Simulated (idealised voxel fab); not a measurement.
process module | voxel fin reveal
cross-section cut | 245 nm wide | cells 5 nm
A cross-section is a grid of square cells, given in bands from the top down. A band is one or more rows of cells.
Each band's line starts with the height of the band's top and of its bottom, in nm. Then come its materials from left to right, each with its width in nm. One material with "throughout" fills the band from edge to edge. "air" is empty space.
Height 0 is the level under which the wafer as received is all one material. The lowest band goes on downwards, as in "0 down".
A width such as "30 to 40" changes by the same amount from each row of cells to the next, from the band's top row to its bottom row.
"no change" after a step means that no cell of the cross-section changed.
closed voids: empty space of 8 cells or more with no open way to the top, each as width x height at its distance from the left edge, in nm
after a step's settings: what the simulator itself notes on the step
overlay nm, on a step with a mask: how far to the right of its planned place the mask lay; to the left if negative
plan
1 op RECEIVE | material Si
2 op CONFORMAL_DEP | material SiN | thk nm 10
3 op PATTERN | tone cover | mask id FINS | material resist | width nm 15 | pitch nm 40 | thk nm 15 | overlay nm 0
4 op DIRECTIONAL_ETCH | etch materials SiN | depth nm 10
5 op DIRECTIONAL_ETCH | etch materials Si | depth nm 40
6 op STRIP | etch materials resist
7 op OXIDIZE | depth nm 5
8 op FILL_DEP | material SiO2 | thk nm 10
9 op CMP | height nm 10
10 op SELECTIVE_ETCH | etch materials SiO2 | depth nm 35
11 op STRIP | etch materials SiN
12 op CONFORMAL_DEP | material HfO2 | thk nm 5
as received, after step 1
  0 down: Si throughout
  closed voids: none
first wafer at the end, as planned
  5 to 0: air 75 | HfO2 15 | air 25 | HfO2 15 | air 25 | HfO2 15 | air 75
  0 to -20: air 75 | HfO2 5 | Si 5 | HfO2 5 | air 25 | HfO2 5 | Si 5 | HfO2 5 | air 25 | HfO2 5 | Si 5 | HfO2 5 | air 75
  -20 to -25: HfO2 80 | Si 5 | HfO2 35 | Si 5 | HfO2 35 | Si 5 | HfO2 80
  -25 to -45: SiO2 80 | Si 5 | SiO2 35 | Si 5 | SiO2 35 | Si 5 | SiO2 80
  -45 down: Si throughout
  closed voids: none
second wafer at the end: like start, like plan, one mistake
  5 to 0: air 85 | HfO2 15 | air 25 | HfO2 15 | air 25 | HfO2 15 | air 65
  0 to -20: air 85 | HfO2 5 | Si 5 | HfO2 5 | air 25 | HfO2 5 | Si 5 | HfO2 5 | air 25 | HfO2 5 | Si 5 | HfO2 5 | air 65
  -20 to -25: HfO2 90 | Si 5 | HfO2 35 | Si 5 | HfO2 35 | Si 5 | HfO2 70
  -25 to -45: SiO2 90 | Si 5 | SiO2 35 | Si 5 | SiO2 35 | Si 5 | SiO2 70
  -45 down: Si throughout
  closed voids: none
what went wrong: step 3 ran as: op PATTERN | tone cover | mask id FINS | material resist | width nm 15 | pitch nm 40 | thk nm 15 | overlay nm 10
at the end the second wafer has, in cells: as many of each material as the first, in other places
